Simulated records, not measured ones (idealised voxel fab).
Process module, titled voxel self aligned contacts
The cross-section on display is named cut; it measures 280 nm wide, and its cells are 5 nm squares.
How to read a cross-section here: the picture is a grid of square cells, written as bands going from the top down, and any band can span one or more rows of cells.
Top height, bottom height, nm. Materials left to right, width each, nm. Single material + "full width" = fills band edge to edge. "air" = empty.
Height reference: 0 = level under which incoming wafer is all one material. Lowest band: no bottom, runs on downward, e.g. "0..down".
When a width is written as two numbers, as in "30..40", the first number is the width in the top row of cells of the band and the second is the width in its bottom row, and the width changes by the same amount from each row to the next.
"nothing got changed", as given for a step, is the statement that not any cell of the cross-section underwent a change during that step.
Voids not open to the top, 8 cells minimum: see "Closed void table". Written width x height at distance; distance is from the left edge; nm.
That trailing text on a step's line, after the settings, is the simulator's own remark on the step.
The "overlay nm" setting may appear on a step's line; for a step that uses a mask, it gives how far to the right of its planned position the mask lay, and a negative value indicates the left.
Quick note on how to read the rest: it's all pairs. You get the cross-section before a process step and the one after, but the after one only goes down as far as the lowest band that changed. The step in between, with its settings, sits under the pair. Heads up, the pairs can come from different runs of this module on the same starting wafer, so don't assume a pair picks up from the one above unless its "State before step" entry says it does.
# State before step
> 65..55 = aC full width
> 55..50 = SiO2 full width
> 50..30 = SiN=55 / SiO2=25 / SiN=45 / SiO2=25 / SiN=45 / SiO2=25 / SiN=60
> 30..5 = polySi=50 / SiN=5 / SiO2=25 / SiN=5 / polySi=35 / SiN=5 / SiO2=25 / SiN=5 / polySi=35 / SiN=5 / SiO2=25 / SiN=5 / polySi=55
> 5..0 = SiO2 full width
> 0..down = Si full width
> Closed void table: none
# Sectional View, Post-Process
> 90..65 = resist=75 / air=55 / resist=15 / air=55 / resist=80
> Heights below 65 show no change.
> Closed void table: none
Step, pre vs post cross-sections above: PATTERN, tone open, mask id CONTACT, material resist, width nm 55, pitch nm 70, thk nm 25, overlay nm 0
State before step: starting point is the after cross-section of the pair just above.
# Sectional View, Post-Process
> 80..65 = resist=75 / air=55 / resist=15 / air=55 / resist=80
> 65..55 = aC=75 / air=55 / aC=15 / air=55 / aC=80
> Heights below 55 show no change.
> Closed void table: none
Step, pre vs post cross-sections above: DIRECTIONAL_ETCH, etch materials aC, depth nm 10
State before step: starting point is the after cross-section of the pair just above.
# Sectional View, Post-Process
> 65..55 = aC=75 / air=55 / aC=15 / air=55 / aC=80
> Heights below 55 show no change.
> Closed void table: none
Step, pre vs post cross-sections above: STRIP, etch materials resist
State before step: starting point is the after cross-section of the pair just above.
# Sectional View, Post-Process
> 65..55 = aC=75 / air=55 / aC=15 / air=55 / aC=80
> 55..50 = SiO2=75 / air=55 / SiO2=15 / air=55 / SiO2=80
> 50..30 = SiN=55 / SiO2=20 / air=5 / SiN=45 / air=5 / SiO2=15 / air=5 / SiN=45 / air=5 / SiO2=20 / SiN=60
> 30..5 = polySi=50 / SiN=5 / SiO2=20 / air=5 / SiN=5 / polySi=35 / SiN=5 / air=5 / SiO2=15 / air=5 / SiN=5 / polySi=35 / SiN=5 / air=5 / SiO2=20 / SiN=5 / polySi=55
> 5..0 = SiO2=75 / air=5 / SiO2=45 / air=5 / SiO2=15 / air=5 / SiO2=45 / air=5 / SiO2=80
> Heights below 0 show no change.
> Closed void table: none
Step, pre vs post cross-sections above: DIRECTIONAL_ETCH, etch materials SiO2, depth nm 55
State before step: starting point is the after cross-section of the pair just above.
# Sectional View, Post-Process
> 55..50 = SiO2=75 / air=55 / SiO2=15 / air=55 / SiO2=80
> Heights below 50 show no change.
> Closed void table: none
Step, pre vs post cross-sections above: STRIP, etch materials aC
State before step: starting point is the after cross-section of the pair just above.
# Sectional View, Post-Process
> 60..55 = TiN=80 / air=45 / TiN=25 / air=45 / TiN=85
> 55..50 = SiO2=75 / TiN=55 / SiO2=15 / TiN=55 / SiO2=80
> 50..30 = SiN=55 / SiO2=20 / TiN=5 / SiN=45 / TiN=5 / SiO2=15 / TiN=5 / SiN=45 / TiN=5 / SiO2=20 / SiN=60
> 30..5 = polySi=50 / SiN=5 / SiO2=20 / TiN=5 / SiN=5 / polySi=35 / SiN=5 / TiN=5 / SiO2=15 / TiN=5 / SiN=5 / polySi=35 / SiN=5 / TiN=5 / SiO2=20 / SiN=5 / polySi=55
> 5..0 = SiO2=75 / TiN=5 / SiO2=45 / TiN=5 / SiO2=15 / TiN=5 / SiO2=45 / TiN=5 / SiO2=80
> Heights below 0 show no change.
> Closed void table: none
Step, pre vs post cross-sections above: CONFORMAL_DEP, material TiN, thk nm 5
State before step: starting point is the after cross-section of the pair just above.
# Sectional View, Post-Process
> 70..60 = Ru full width
> 60..55 = TiN=80 / Ru=45 / TiN=25 / Ru=45 / TiN=85
> Heights below 55 show no change.
> Closed void table: none
Step, pre vs post cross-sections above: FILL_DEP, material Ru, thk nm 10
State before step: starting point is the after cross-section of the pair just above.
# Sectional View, Post-Process
> 55..50 = SiO2=75 / TiN=55 / SiO2=15 / TiN=55 / SiO2=80
> Heights below 50 show no change.
> Closed void table: none
Step, pre vs post cross-sections above: CMP, height nm 55
State before step: starting point is the after cross-section of the pair just above.
# Sectional View, Post-Process
> 60..55 = SiN full width
> Heights below 55 show no change.
> Closed void table: none
Step, pre vs post cross-sections above: CONFORMAL_DEP, material SiN, thk nm 5
